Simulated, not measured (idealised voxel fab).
Title: Process Module voxel capacitor over wiring
295 nm wide, 5 nm square cells: that's cross-section cut.
Cross-section = grid of square cells, listed top down in bands; band = one or more rows.
Basically the band line says how high the top is and how high the bottom is, in nm, and then what's in it from left to right, every material with its width in nm. Empty space shows up as "empty", and if a single material carries "everywhere" it runs the full band edge to edge.
Height datum 0, below which the as-received substrate wafer is one material. Lowest band open at the bottom, running downward: "0 and below".
Per-row width for "30..40": begins at first number (top row of band), ends at second number (bottom row), increment between rows held constant.
The cross-section has no changed cell in any step marked "nothing different".
"Sealed internal cavities" means: voids of 8 cells or more that are shut off from the top with no open way through. Written width x height at distance, distance from the left edge, in nm.
It should be noted that, on the line of a given step, the content following the step's settings is a remark produced by the simulator itself with respect to that step.
When a step includes a mask, the "overlay nm" setting on its line states how far to the right of its planned place that mask lay, and negative values state how far to the left.

Steps in the process plan:
1. op RECEIVE | material Si
2. op CONFORMAL_DEP | material SiO2 | thk nm 10
3. op CONFORMAL_DEP | material SiCN | thk nm 5
4. op DIRECTIONAL_DEP | material SiO2 | thk nm 25
5. op PATTERN | tone open | mask id METAL_1 | material resist | width nm 30 | pitch nm 85 | thk nm 20 | overlay nm 0
6. op DIRECTIONAL_ETCH | etch materials SiO2 | depth nm 25
7. op DIRECTIONAL_ETCH | etch materials SiCN | depth nm 5
8. op STRIP | etch materials resist
9. op CONFORMAL_DEP | material TiN | thk nm 5
10. op FILL_DEP | material W | thk nm 5
11. op CMP | height nm 40
12. op CONFORMAL_DEP | material SiCN | thk nm 5
13. op DIRECTIONAL_DEP | material SiO2 | thk nm 10
14. op PATTERN | tone open | mask id PLUG_1 | material resist | width nm 15 | thk nm 15 | overlay nm 0
15. op DIRECTIONAL_ETCH | etch materials SiO2 | depth nm 10
16. op DIRECTIONAL_ETCH | etch materials SiCN | depth nm 5
17. op STRIP | etch materials resist
18. op CONFORMAL_DEP | material TiN | thk nm 5
19. op FILL_DEP | material W | thk nm 5
20. op CMP | height nm 55
21. op DIRECTIONAL_DEP | material TiN | thk nm 10
22. op DIRECTIONAL_DEP | material Al2O3 | thk nm 5
23. op DIRECTIONAL_DEP | material TiN | thk nm 10
24. op MASKED_ETCH | tone cover | mask id UPPER_PLATE | width nm 60 | etch materials TiN | depth nm 10 | overlay nm 0
25. op MASKED_ETCH | tone cover | mask id UPPER_PLATE | width nm 50 | etch materials Al2O3 | depth nm 5 | overlay nm 0
26. op MASKED_ETCH | tone cover | mask id LOWER_PLATE | width nm 70 | etch materials TiN | depth nm 10 | overlay nm 0
27. op FILL_DEP | material SiO2 | thk nm 15
28. op CMP | height nm 90
29. op PATTERN | tone open | mask id PLUG_2 | material resist | width nm 15 | thk nm 15 | overlay nm 0
30. op DIRECTIONAL_ETCH | etch materials SiO2 | depth nm 10
31. op STRIP | etch materials resist
32. op CONFORMAL_DEP | material TiN | thk nm 5
33. op FILL_DEP | material Cu | thk nm 5
34. op CMP | height nm 90
35. op CONFORMAL_DEP | material SiN | thk nm 5
Across this set of wafers, the varied parameter is the width nm of step 25. Starting conditions are identical for every wafer, and the plan reports the value assigned to the first wafer.

Cross-section, first of several wafers, as delivered after step 1:
  0 and below: Si everywhere
  Sealed internal cavities: none

Last step of the module is step 35; after it, the first of several wafers in cross-section:
  95 down to 90: SiN everywhere
  90 down to 85: SiO2 115 nm  TiN 5 nm  Cu 5 nm  TiN 5 nm  SiO2 165 nm
  85 down to 80: SiO2 115 nm  TiN 15 nm  SiO2 165 nm
  80 down to 70: SiO2 105 nm  TiN 60 nm  SiO2 130 nm
  70 down to 65: SiO2 105 nm  Al2O3 60 nm  SiO2 130 nm
  65 down to 55: SiO2 100 nm  TiN 70 nm  SiO2 125 nm
  55 down to 45: SiO2 105 nm  TiN 5 nm  W 5 nm  TiN 5 nm  SiO2 175 nm
  45 down to 40: SiCN 105 nm  TiN 15 nm  SiCN 175 nm
  40 down to 15: SiO2 90 nm  TiN 5 nm  W 20 nm  TiN 5 nm  SiO2 55 nm  TiN 5 nm  W 20 nm  TiN 5 nm  SiO2 90 nm
  15 down to 10: SiCN 90 nm  TiN 30 nm  SiCN 55 nm  TiN 30 nm  SiCN 90 nm
  10 down to 0: SiO2 everywhere
  0 and below: Si everywhere
  Sealed internal cavities: none

Cross-section, module end, final of several wafers:
  95 down to 90: SiN everywhere
  90 down to 85: SiO2 115 nm  TiN 5 nm  Cu 5 nm  TiN 5 nm  SiO2 165 nm
  85 down to 80: SiO2 115 nm  TiN 15 nm  SiO2 165 nm
  80 down to 70: SiO2 105 nm  TiN 60 nm  SiO2 130 nm
  70 down to 65: SiO2 100 nm  Al2O3 75 nm  SiO2 120 nm
  65 down to 55: SiO2 100 nm  TiN 75 nm  SiO2 120 nm
  55 down to 45: SiO2 105 nm  TiN 5 nm  W 5 nm  TiN 5 nm  SiO2 175 nm
  45 down to 40: SiCN 105 nm  TiN 15 nm  SiCN 175 nm
  40 down to 15: SiO2 90 nm  TiN 5 nm  W 20 nm  TiN 5 nm  SiO2 55 nm  TiN 5 nm  W 20 nm  TiN 5 nm  SiO2 90 nm
  15 down to 10: SiCN 90 nm  TiN 30 nm  SiCN 55 nm  TiN 30 nm  SiCN 90 nm
  10 down to 0: SiO2 everywhere
  0 and below: Si everywhere
  Sealed internal cavities: none

Row per wafer, end-of-module: cell gain (+)/loss (-) by material since the wafer came in, then closed voids:
width nm 50 | +12 Al2O3 | +1 Cu | +103 SiCN | +59 SiN | +808 SiO2 | +96 TiN | +42 W | Sealed internal cavities: none
width nm 55 | +12 Al2O3 | +1 Cu | +103 SiCN | +59 SiN | +808 SiO2 | +96 TiN | +42 W | Sealed internal cavities: none
width nm 60 | +12 Al2O3 | +1 Cu | +103 SiCN | +59 SiN | +808 SiO2 | +96 TiN | +42 W | Sealed internal cavities: none
width nm 65 | +13 Al2O3 | +1 Cu | +103 SiCN | +59 SiN | +807 SiO2 | +96 TiN | +42 W | Sealed internal cavities: none
width nm 70 | +14 Al2O3 | +1 Cu | +103 SiCN | +59 SiN | +806 SiO2 | +96 TiN | +42 W | Sealed internal cavities: none
width nm 75 | +15 Al2O3 | +1 Cu | +103 SiCN | +59 SiN | +803 SiO2 | +98 TiN | +42 W | Sealed internal cavities: none
